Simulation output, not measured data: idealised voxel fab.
process module | voxel ribs on slabs
cross-section cut | 185 nm wide | cells 5 nm
A cross-section is a grid of square cells, given in bands from the top down. A band is one or more rows of cells.
Each band's line starts with the height of the band's top and of its bottom, in nm. Then come its materials from left to right, each with its width in nm. One material with "throughout" fills the band from edge to edge. "air" is empty space.
Height 0 is the level under which the wafer as received is all one material. The lowest band goes on downwards, as in "0 down".
A width such as "30 to 40" changes by the same amount from each row of cells to the next, from the band's top row to its bottom row.
"no change" after a step means that no cell of the cross-section changed.
closed voids: empty space of 8 cells or more with no open way to the top, each as width x height at its distance from the left edge, in nm
after a step's settings: what the simulator itself notes on the step
overlay nm, on a step with a mask: how far to the right of its planned place the mask lay; to the left if negative
plan
1 op RECEIVE | material Si
2 op DIRECTIONAL_DEP | material SiO2 | thk nm 25
3 op DIRECTIONAL_DEP | material polySi | thk nm 15
4 op PATTERN | tone cover | mask id RIB | material resist | width nm 15 | thk nm 20 | overlay nm 0
5 op DIRECTIONAL_ETCH | etch materials polySi | depth nm 5
6 op STRIP | etch materials resist
7 op PATTERN | tone cover | mask id SLAB | material resist | width nm 55 | thk nm 20 | overlay nm 0
8 op DIRECTIONAL_ETCH | etch materials polySi | depth nm 10
9 op STRIP | etch materials resist
10 op FILL_DEP | material SiO2 | thk nm 20
11 op CMP | height nm 50
12 op DIRECTIONAL_DEP | material TiN | thk nm 5
13 op PATTERN | tone cover | mask id HEATER | material resist | width nm 25 | thk nm 20 | overlay nm 0
14 op DIRECTIONAL_ETCH | etch materials TiN | depth nm 5
15 op STRIP | etch materials resist
16 op CONFORMAL_DEP | material SiO2 | thk nm 5
as received, after step 1
  0 down: Si throughout
  closed voids: none
a wafer at the end: this start, this plan, one mistake
  60 to 55: air 75 | SiO2 35 | air 75
  55 to 50: SiO2 80 | TiN 25 | SiO2 80
  50 to 40: SiO2 throughout
  40 to 35: SiO2 65 | polySi 20 | SiO2 15 | polySi 20 | SiO2 65
  35 to 30: SiO2 65 | polySi 55 | SiO2 65
  30 to 25: polySi throughout
  25 to 0: SiO2 throughout
  0 down: Si throughout
  closed voids: none
what went wrong: step 4 ran as: op PATTERN | tone open | mask id RIB | material resist | width nm 15 | thk nm 20 | overlay nm 0
